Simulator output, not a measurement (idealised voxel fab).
process module | voxel self aligned vias
cross-section cut | 235 nm wide | cells 5 nm
A cross-section is a grid of square cells, given in bands from the top down. A band is one or more rows of cells.
Each band's line starts with the height of the band's top and of its bottom, in nm. Then come its materials from left to right, each with its width in nm. One material with "throughout" fills the band from edge to edge. "air" is empty space.
Height 0 is the level under which the wafer as received is all one material. The lowest band goes on downwards, as in "0 down".
A width such as "30 to 40" changes by the same amount from each row of cells to the next, from the band's top row to its bottom row.
"no change" after a step means that no cell of the cross-section changed.
closed voids: empty space of 8 cells or more with no open way to the top, each as width x height at its distance from the left edge, in nm
after a step's settings: what the simulator itself notes on the step
overlay nm, on a step with a mask: how far to the right of its planned place the mask lay; to the left if negative
plan
1 op RECEIVE | material Si
2 op CONFORMAL_DEP | material SiO2 | thk nm 10
3 op CONFORMAL_DEP | material SiCN | thk nm 5
4 op DIRECTIONAL_DEP | material lowk | thk nm 20
5 op PATTERN | tone open | mask id LINES | material resist | width nm 25 | pitch nm 65 | thk nm 15 | overlay nm 0
6 op DIRECTIONAL_ETCH | etch materials lowk | depth nm 20
7 op STRIP | etch materials resist
8 op CONFORMAL_DEP | material TiN | thk nm 5
9 op FILL_DEP | material Ru | thk nm 5
10 op CMP | height nm 35
11 op SELECTIVE_ETCH | etch materials W Ru TiN | depth nm 10
12 op FILL_DEP | material SiN | thk nm 10
13 op CMP | height nm 35
14 op DIRECTIONAL_DEP | material lowk | thk nm 20
15 op DIRECTIONAL_DEP | material aC | thk nm 10
16 op PATTERN | tone open | mask id VIAS | material resist | width nm 35 | thk nm 30 | overlay nm 0
17 op DIRECTIONAL_ETCH | etch materials aC | depth nm 10
18 op STRIP | etch materials resist
19 op DIRECTIONAL_ETCH | etch materials lowk | depth nm 20
20 op DIRECTIONAL_ETCH | etch materials SiN | depth nm 10
21 op STRIP | etch materials aC
22 op CONFORMAL_DEP | material TiN | thk nm 5
23 op FILL_DEP | material W | thk nm 10
24 op CMP | height nm 55
25 op CONFORMAL_DEP | material SiN | thk nm 5
as received, after step 1
  0 down: Si throughout
  closed voids: none
first wafer at the end, as planned
  60 to 55: SiN throughout
  55 to 40: lowk 65 | TiN 5 | W 25 | TiN 5 | lowk 135
  40 to 35: lowk 65 | TiN 10 | W 15 | TiN 10 | lowk 135
  35 to 30: lowk 70 | TiN 5 | W 15 | TiN 5 | lowk 40 | SiN 25 | lowk 75
  30 to 25: lowk 70 | TiN 25 | lowk 40 | SiN 25 | lowk 75
  25 to 20: lowk 70 | TiN 5 | Ru 15 | TiN 5 | lowk 40 | TiN 5 | Ru 15 | TiN 5 | lowk 75
  20 to 15: lowk 70 | TiN 25 | lowk 40 | TiN 25 | lowk 75
  15 to 10: SiCN throughout
  10 to 0: SiO2 throughout
  0 down: Si throughout
  closed voids: none
second wafer at the end: like start, like plan, one mistake
  60 to 55: SiN throughout
  55 to 40: lowk 65 | TiN 5 | W 25 | TiN 5 | lowk 135
  40 to 35: lowk 65 | TiN 10 | W 15 | TiN 10 | lowk 135
  35 to 30: lowk 70 | TiN 5 | W 15 | TiN 5 | lowk 40 | SiN 25 | lowk 75
  30 to 25: lowk 70 | TiN 25 | lowk 40 | SiN 25 | lowk 75
  25 to 20: lowk 70 | TiN 5 | Ru 15 | TiN 5 | lowk 40 | TiN 5 | Ru 15 | TiN 5 | lowk 75
  20 to 15: lowk 70 | TiN 25 | lowk 40 | TiN 25 | lowk 75
  15 to 5: SiO2 throughout
  5 to 0: SiCN throughout
  0 down: Si throughout
  closed voids: none
what went wrong: steps 2 and 3 were swapped
at the end the second wafer has, in cells: as many of each material as the first, in other places
